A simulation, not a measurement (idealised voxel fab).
process module | voxel quadruple lines
cross-section cut | 160 nm wide | cells 5 nm
A cross-section is a grid of square cells, given in bands from the top down. A band is one or more rows of cells.
Each band's line starts with the height of the band's top and of its bottom, in nm. Then come its materials from left to right, each with its width in nm. One material with "throughout" fills the band from edge to edge. "air" is empty space.
Height 0 is the level under which the wafer as received is all one material. The lowest band goes on downwards, as in "0 down".
A width such as "30 to 40" changes by the same amount from each row of cells to the next, from the band's top row to its bottom row.
"no change" after a step means that no cell of the cross-section changed.
closed voids: empty space of 8 cells or more with no open way to the top, each as width x height at its distance from the left edge, in nm
after a step's settings: what the simulator itself notes on the step
overlay nm, on a step with a mask: how far to the right of its planned place the mask lay; to the left if negative
plan
1 op RECEIVE | material Si
2 op CONFORMAL_DEP | material Al2O3 | thk nm 5
3 op DIRECTIONAL_DEP | material W | thk nm 10
4 op DIRECTIONAL_DEP | material polySi | thk nm 20
5 op DIRECTIONAL_DEP | material aC | thk nm 20
6 op PATTERN | tone cover | mask id MANDREL | material resist | width nm 15 | pitch nm 60 | thk nm 25 | overlay nm 0
7 op DIRECTIONAL_ETCH | etch materials aC | depth nm 20
8 op STRIP | etch materials resist
9 op CONFORMAL_DEP | material SiO2 | thk nm 10
10 op DIRECTIONAL_ETCH | etch materials SiO2 | depth nm 10
11 op STRIP | etch materials aC
12 op DIRECTIONAL_ETCH | etch materials polySi | depth nm 20
13 op STRIP | etch materials SiO2
14 op CONFORMAL_DEP | material SiN | thk nm 5
15 op DIRECTIONAL_ETCH | etch materials SiN | depth nm 5
16 op STRIP | etch materials polySi
17 op DIRECTIONAL_ETCH | etch materials W | depth nm 10
18 op STRIP | etch materials SiN
varied across the wafers: width nm of step 6. The plan shows the first wafer's value. All wafers start alike
first wafer as received, after step 1
  0 down: Si throughout
  closed voids: none
first wafer at the end, after step 18
  15 to 5: air 30 | W 5 | air 10 | W 5 | air 5 | W 5 | air 10 | W 5 | air 15 | W 5 | air 10 | W 5 | air 5 | W 5 | air 10 | W 5 | air 25
  5 to 0: Al2O3 throughout
  0 down: Si throughout
  closed voids: none
last wafer at the end
  15 to 5: air 20 | W 5 | air 10 | W 5 | air 25 | W 5 | air 10 | W 5 | air 10 | W 5 | air 25 | W 5 | air 10 | W 5 | air 15
  5 to 0: Al2O3 throughout
  0 down: Si throughout
  closed voids: none
each wafer at the end: cells of each material gained (+) or lost (-) since it was received, then its closed voids
width nm 15 | +32 Al2O3 | +16 W | closed voids: none
width nm 20 | +32 Al2O3 | +16 W | closed voids: none
width nm 25 | +32 Al2O3 | +16 W | closed voids: none
width nm 30 | +32 Al2O3 | +16 W | closed voids: none
width nm 35 | +32 Al2O3 | +14 W | closed voids: none
